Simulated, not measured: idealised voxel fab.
The process module that follows is named voxel transistor to metal.
Pictured: cross-section cut, 185 nm wide, on a grid of 5 nm square cells.
For the purposes of this document, a cross-section shall be understood as a grid of square cells, specified as bands listed in top-to-bottom order, each band consisting of one or more rows of cells. Per band: top height and bottom height in nm, followed by the left-to-right materials and their widths in nm; "full width" marks a single material spanning edge to edge, "air" marks empty space. We count height from 0. Below that, the starting wafer is all one material. The lowest band never ends at the bottom but goes on down; see "0 and below" for how that is written. Graded width ("30->40"): value in top row of band = first number; value in bottom row = second number; row-to-row change constant. "same as before" for a step: no cell of the cross-section changed in that step. "Enclosed void listing" contains a list of empty spaces, each no smaller than 8 cells and without an open way to the top, written in the form width x height at distance with the distance from the left edge and all three in nm. Read whatever lies past the settings on a step's line as the simulator's own remark about the step. overlay nm: where the mask lay relative to plan, measured to the right, on steps with a mask; negatives go left.

**The following list gives the planned process steps**
1,RECEIVE | material Si
2,CONFORMAL_DEP | material SiO2 | thk nm 5
3,CONFORMAL_DEP | material SiN | thk nm 10
4,MASKED_ETCH | tone cover | mask id ACTIVE | width nm 100 | etch materials SiN | depth nm 10 | overlay nm 0
5,MASKED_ETCH | tone cover | mask id ACTIVE | width nm 100 | etch materials SiO2 | depth nm 5 | overlay nm 0
6,MASKED_ETCH | tone cover | mask id ACTIVE | width nm 100 | etch materials Si | depth nm 30 | overlay nm 0
7,FILL_DEP | material SiO2 | thk nm 15
8,CMP | height nm 15
9,SELECTIVE_ETCH | etch materials SiO2 | depth nm 5
10,STRIP | etch materials SiN
11,SELECTIVE_ETCH | etch materials SiO2 | depth nm 5
12,OXIDIZE | depth nm 5
13,DIRECTIONAL_DEP | material polySi | thk nm 30
14,DIRECTIONAL_DEP | material SiCN | thk nm 15
15,MASKED_ETCH | tone cover | mask id GATE | width nm 20 | etch materials SiCN | depth nm 25 | overlay nm 0
16,MASKED_ETCH | tone cover | mask id GATE | width nm 20 | etch materials polySi | depth nm 40 | overlay nm 0
17,CONFORMAL_DEP | material SiN | thk nm 10
18,DIRECTIONAL_ETCH | etch materials SiN | depth nm 10
19,DIRECTIONAL_ETCH | etch materials SiO2 | depth nm 5
20,DIRECTIONAL_ETCH | etch materials Si | depth nm 5
21,EPI | material SiGe | thk nm 5
22,FILL_DEP | material SiO2 | thk nm 10
23,CMP | height nm 45
24,DIRECTIONAL_DEP | material SiO2 | thk nm 10
25,MASKED_ETCH | tone open | mask id CONTACT | width nm 20 | pitch nm 70 | etch materials SiO2 | depth nm 60 | overlay nm 0
26,CONFORMAL_DEP | material TiN | thk nm 5
27,FILL_DEP | material Ru | thk nm 10
28,CMP | height nm 55
29,CONFORMAL_DEP | material SiN | thk nm 5
30,DIRECTIONAL_DEP | material SiO2 | thk nm 15
31,PATTERN | tone open | mask id METAL_1 | material resist | width nm 20 | pitch nm 70 | thk nm 15 | overlay nm 0
32,DIRECTIONAL_ETCH | etch materials SiO2 | depth nm 15
33,DIRECTIONAL_ETCH | etch materials SiN | depth nm 5
34,STRIP | etch materials resist
35,CONFORMAL_DEP | material TiN | thk nm 5
36,FILL_DEP | material Cu | thk nm 10
37,CMP | height nm 75
38,CONFORMAL_DEP | material SiCN | thk nm 5
39,DIRECTIONAL_DEP | material lowk | thk nm 30
40,MASKED_ETCH | tone open | mask id METAL_2_HOLES | width nm 15 | pitch nm 70 | etch materials lowk | depth nm 30 | overlay nm 0
41,MASKED_ETCH | tone open | mask id METAL_2 | width nm 20 | pitch nm 70 | etch materials lowk | depth nm 15 | overlay nm 0
42,MASKED_ETCH | tone open | mask id METAL_2 | width nm 20 | pitch nm 70 | etch materials SiCN | depth nm 5 | overlay nm 0
43,CONFORMAL_DEP | material TiN | thk nm 5
44,FILL_DEP | material Cu | thk nm 5
45,CMP | height nm 110
46,CONFORMAL_DEP | material SiN | thk nm 5

**Cross-section of the wafer upon arrival, representing the state reached after step 1**
* 0 and below = Si full width
* Enclosed void listing: none

**Wafer cross-section at module end: first of two, run to plan**
* 115 down to 110 = SiN full width
* 110 down to 100 = lowk: 45 | TiN: 5 | Cu: 10 | TiN: 5 | lowk: 50 | TiN: 5 | Cu: 10 | TiN: 5 | lowk: 50
* 100 down to 95 = lowk: 45 | TiN: 5 | Cu: 5 | TiN: 10 | lowk: 50 | TiN: 5 | Cu: 5 | TiN: 10 | lowk: 50
* 95 down to 80 = lowk: 45 | TiN: 5 | Cu: 5 | TiN: 5 | lowk: 55 | TiN: 5 | Cu: 5 | TiN: 5 | lowk: 55
* 80 down to 75 = SiCN: 45 | TiN: 15 | SiCN: 55 | TiN: 15 | SiCN: 55
* 75 down to 60 = SiO2: 45 | TiN: 5 | Cu: 10 | TiN: 5 | SiO2: 50 | TiN: 5 | Cu: 10 | TiN: 5 | SiO2: 50
* 60 down to 55 = SiN: 45 | TiN: 20 | SiN: 50 | TiN: 20 | SiN: 50
* 55 down to 45 = SiO2: 45 | TiN: 5 | Ru: 10 | TiN: 5 | SiO2: 50 | TiN: 5 | Ru: 10 | TiN: 5 | SiO2: 50
* 45 down to 30 = SiO2: 45 | TiN: 5 | Ru: 10 | TiN: 5 | SiO2: 5 | SiN: 10 | SiCN: 20 | SiN: 10 | SiO2: 5 | TiN: 5 | Ru: 10 | TiN: 5 | SiO2: 50
* 30 down to 5 = SiO2: 45 | TiN: 5 | Ru: 10 | TiN: 5 | SiO2: 5 | SiN: 10 | polySi: 20 | SiN: 10 | SiO2: 5 | TiN: 5 | Ru: 10 | TiN: 5 | SiO2: 50
* 5 down to 0 = SiO2: 35 | SiN: 10 | TiN: 10 | Ru: 5 | TiN: 5 | SiO2: 5 | SiN: 10 | polySi: 20 | SiN: 10 | SiO2: 5 | TiN: 5 | Ru: 5 | TiN: 10 | SiN: 10 | SiO2: 40
* 0 down to -5 = SiO2: 45 | SiGe: 5 | TiN: 15 | SiGe: 5 | SiO2: 40 | SiGe: 5 | TiN: 15 | SiGe: 5 | SiO2: 50
* -5 down to -10 = SiO2: 40 | Si: 5 | SiGe: 25 | Si: 40 | SiGe: 25 | Si: 5 | SiO2: 45
* -10 down to -30 = SiO2: 40 | Si: 100 | SiO2: 45
* -30 and below = Si full width
* Enclosed void listing: none

**Cross-sectional image of the second wafer of the two following completion of the module. Starting state and process plan were the same as for the first wafer; one execution error occurred**
* 115 down to 110 = SiN full width
* 110 down to 100 = lowk: 45 | TiN: 5 | Cu: 10 | TiN: 5 | lowk: 50 | TiN: 5 | Cu: 10 | TiN: 5 | lowk: 50
* 100 down to 95 = lowk: 45 | TiN: 5 | Cu: 5 | TiN: 10 | lowk: 50 | TiN: 5 | Cu: 5 | TiN: 10 | lowk: 50
* 95 down to 80 = lowk: 45 | TiN: 5 | Cu: 5 | TiN: 5 | lowk: 55 | TiN: 5 | Cu: 5 | TiN: 5 | lowk: 55
* 80 down to 75 = SiCN: 45 | TiN: 15 | SiCN: 55 | TiN: 15 | SiCN: 55
* 75 down to 60 = SiO2: 45 | TiN: 5 | Cu: 10 | TiN: 5 | SiO2: 50 | TiN: 5 | Cu: 10 | TiN: 5 | SiO2: 50
* 60 down to 55 = SiN: 45 | TiN: 20 | SiN: 50 | TiN: 20 | SiN: 50
* 55 down to 40 = SiO2: 45 | TiN: 5 | Ru: 10 | TiN: 5 | SiO2: 50 | TiN: 5 | Ru: 10 | TiN: 5 | SiO2: 50
* 40 down to 30 = SiO2: 45 | TiN: 5 | Ru: 10 | TiN: 5 | SiO2: 5 | SiN: 10 | SiCN: 20 | SiN: 10 | SiO2: 5 | TiN: 5 | Ru: 10 | TiN: 5 | SiO2: 50
* 30 down to 5 = SiO2: 45 | TiN: 5 | Ru: 10 | TiN: 5 | SiO2: 5 | SiN: 10 | polySi: 20 | SiN: 10 | SiO2: 5 | TiN: 5 | Ru: 10 | TiN: 5 | SiO2: 50
* 5 down to 0 = SiO2: 35 | SiN: 10 | TiN: 10 | Ru: 5 | TiN: 5 | SiO2: 5 | SiN: 10 | polySi: 20 | SiN: 10 | SiO2: 5 | TiN: 5 | Ru: 5 | TiN: 10 | SiN: 10 | SiO2: 40
* 0 down to -5 = SiO2: 45 | SiGe: 5 | TiN: 15 | SiGe: 5 | SiO2: 40 | SiGe: 5 | TiN: 15 | SiGe: 5 | SiO2: 50
* -5 down to -10 = SiO2: 40 | Si: 5 | SiGe: 25 | Si: 40 | SiGe: 25 | Si: 5 | SiO2: 45
* -10 down to -30 = SiO2: 40 | Si: 100 | SiO2: 45
* -30 and below = Si full width
* Enclosed void listing: none
Deviation from plan: step 14 off recipe, ran as DIRECTIONAL_DEP | material SiCN | thk nm 10
Final cells, second wafer relative to first, materials higher or lower: SiCN -4 | SiN -4 | SiO2 +8
